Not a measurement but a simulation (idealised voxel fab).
Process module under the name voxel ribs on slabs
It is cross-section cut that appears here, measuring 225 nm in width, its square cells being 5 nm in size.
This document writes a cross-section as a grid whose cells are square, and gives it as bands, listed from the top down; one or more rows of cells form a band. The band entry comprises the height of the band's top followed by the height of its bottom, expressed in nm, and subsequently the band's materials from left to right, each stated together with its width in nm. Where a single material is marked with the word "throughout", that material fills the band from edge to edge. The word "air" represents empty space. Below 0: as-received wafer, all one material; heights counted from there. Lowest band: no bottom, goes on down, written "z 0 and below". A two-number width, for instance "30->40", indicates that the width is equal to the first number in the top row of the band and to the second number in the bottom row, and that it changes by a constant amount per row of cells. Basically "no change" means that step didn't change any cell in the cross-section. "Trapped void list" specifies each empty space that is not open to the top and that occupies no fewer than 8 cells, using the form width x height at distance, the distance measured from the left edge and all three quantities in nm. Step line, after settings: the simulator's comment on this step. Regarding "overlay nm": on a step with a mask, it is the distance the mask lay to the right of its planned place; a negative value places it to the left.

### Intended process steps
- 1: RECEIVE,material Si
- 2: DIRECTIONAL_DEP,material SiO2,thk nm 20
- 3: DIRECTIONAL_DEP,material SiN,thk nm 15
- 4: PATTERN,tone cover,mask id RIB,material resist,width nm 15,thk nm 20,overlay nm 0
- 5: DIRECTIONAL_ETCH,etch materials SiN,depth nm 10
- 6: STRIP,etch materials resist
- 7: PATTERN,tone cover,mask id SLAB,material resist,width nm 65,thk nm 20,overlay nm 0
- 8: DIRECTIONAL_ETCH,etch materials SiN,depth nm 5
- 9: STRIP,etch materials resist
- 10: FILL_DEP,material SiO2,thk nm 20
- 11: CMP,height nm 50
- 12: DIRECTIONAL_DEP,material TiN,thk nm 10
- 13: PATTERN,tone cover,mask id HEATER,material resist,width nm 25,thk nm 15,overlay nm 0
- 14: DIRECTIONAL_ETCH,etch materials TiN,depth nm 10
- 15: STRIP,etch materials resist
- 16: CONFORMAL_DEP,material SiN,thk nm 10

### Below: the first of two wafers, run as planned

### This is the cross-section of the wafer as we received it, i.e. after step 1
z 0 and below = Si throughout
Trapped void list: none

### After step 2, in cross-section
z 20 to 0 = SiO2 throughout
Below a height of 0, the structure has not been altered.

### After step 3, in cross-section
z 35 to 20 = SiN throughout
Below a height of 20, the structure has not been altered.

### After step 4, in cross-section
z 55 to 35 = air 105, resist 15, air 105
Below a height of 35, the structure has not been altered.

### After step 5, in cross-section
z 55 to 35 = air 105, resist 15, air 105
z 35 to 25 = air 105, SiN 15, air 105
Below a height of 25, the structure has not been altered.

### After step 6, in cross-section
z 35 to 25 = air 105, SiN 15, air 105
Below a height of 25, the structure has not been altered.

### After step 7, in cross-section
z 55 to 35 = air 80, resist 65, air 80
z 35 to 25 = air 80, resist 25, SiN 15, resist 25, air 80
Below a height of 25, the structure has not been altered.

### After step 8, in cross-section
z 55 to 35 = air 80, resist 65, air 80
z 35 to 25 = air 80, resist 25, SiN 15, resist 25, air 80
z 25 to 20 = air 80, SiN 65, air 80
Below a height of 20, the structure has not been altered.

### After step 9, in cross-section
z 35 to 25 = air 105, SiN 15, air 105
Below a height of 25, the structure has not been altered.

### After step 10, in cross-section
z 55 to 35 = SiO2 throughout
z 35 to 25 = SiO2 105, SiN 15, SiO2 105
z 25 to 20 = SiO2 80, SiN 65, SiO2 80
Below a height of 20, the structure has not been altered.

### After step 11, in cross-section
z 50 to 35 = SiO2 throughout
Below a height of 35, the structure has not been altered.

### After step 12, in cross-section
z 60 to 50 = TiN throughout
Below a height of 50, the structure has not been altered.

### After step 13, in cross-section
z 75 to 60 = air 100, resist 25, air 100
Below a height of 60, the structure has not been altered.

### After step 14, in cross-section
z 75 to 60 = air 100, resist 25, air 100
z 60 to 50 = air 100, TiN 25, air 100
Below a height of 50, the structure has not been altered.

### After step 15, in cross-section
z 60 to 50 = air 100, TiN 25, air 100
Below a height of 50, the structure has not been altered.

### After step 16, in cross-section
z 70 to 60 = air 90, SiN 45, air 90
z 60 to 50 = SiN 100, TiN 25, SiN 100
Below a height of 50, the structure has not been altered.

### Second wafer, same starting conditions and recipe as the first, one mistake in executing it, nothing differs from the first up to and including step 6

### Second wafer: cross-section at the scheduled end of step 7
z 55 to 35 = air 80, resist 70, air 75
z 35 to 25 = air 80, resist 25, SiN 15, resist 30, air 75
Below a height of 25, the structure has not been altered.

### Second wafer: cross-section at the scheduled end of step 8
z 55 to 35 = air 80, resist 70, air 75
z 35 to 25 = air 80, resist 25, SiN 15, resist 30, air 75
z 25 to 20 = air 80, SiN 70, air 75
Below a height of 20, the structure has not been altered.

### Second wafer: cross-section at the scheduled end of step 9
z 35 to 25 = air 105, SiN 15, air 105
Below a height of 25, the structure has not been altered.

### Second wafer: cross-section at the scheduled end of step 10
z 55 to 35 = SiO2 throughout
z 35 to 25 = SiO2 105, SiN 15, SiO2 105
z 25 to 20 = SiO2 80, SiN 70, SiO2 75
Below a height of 20, the structure has not been altered.

### Second wafer: cross-section at the scheduled end of step 11
z 50 to 35 = SiO2 throughout
Below a height of 35, the structure has not been altered.

### Second wafer: cross-section at the scheduled end of step 12
z 60 to 50 = TiN throughout
Below a height of 50, the structure has not been altered.

### Second wafer: cross-section at the scheduled end of step 13
z 75 to 60 = air 100, resist 25, air 100
Below a height of 60, the structure has not been altered.

### Second wafer: cross-section at the scheduled end of step 14
z 75 to 60 = air 100, resist 25, air 100
z 60 to 50 = air 100, TiN 25, air 100
Below a height of 50, the structure has not been altered.

### Second wafer: cross-section at the scheduled end of step 15
z 60 to 50 = air 100, TiN 25, air 100
Below a height of 50, the structure has not been altered.

### Second wafer: cross-section at the scheduled end of step 16
z 70 to 60 = air 90, SiN 45, air 90
z 60 to 50 = SiN 100, TiN 25, SiN 100
Below a height of 50, the structure has not been altered.
Heads up, the wafer didn't run the way we planned it: step 7 ran with different settings than intended, the actual operation and settings being PATTERN,tone cover,mask id SLAB,material resist,width nm 70,thk nm 20,overlay nm 0
Once processing is complete, comparing cell counts shows that the second wafer has more or fewer of certain materials than the first: +1 SiN, -1 SiO2
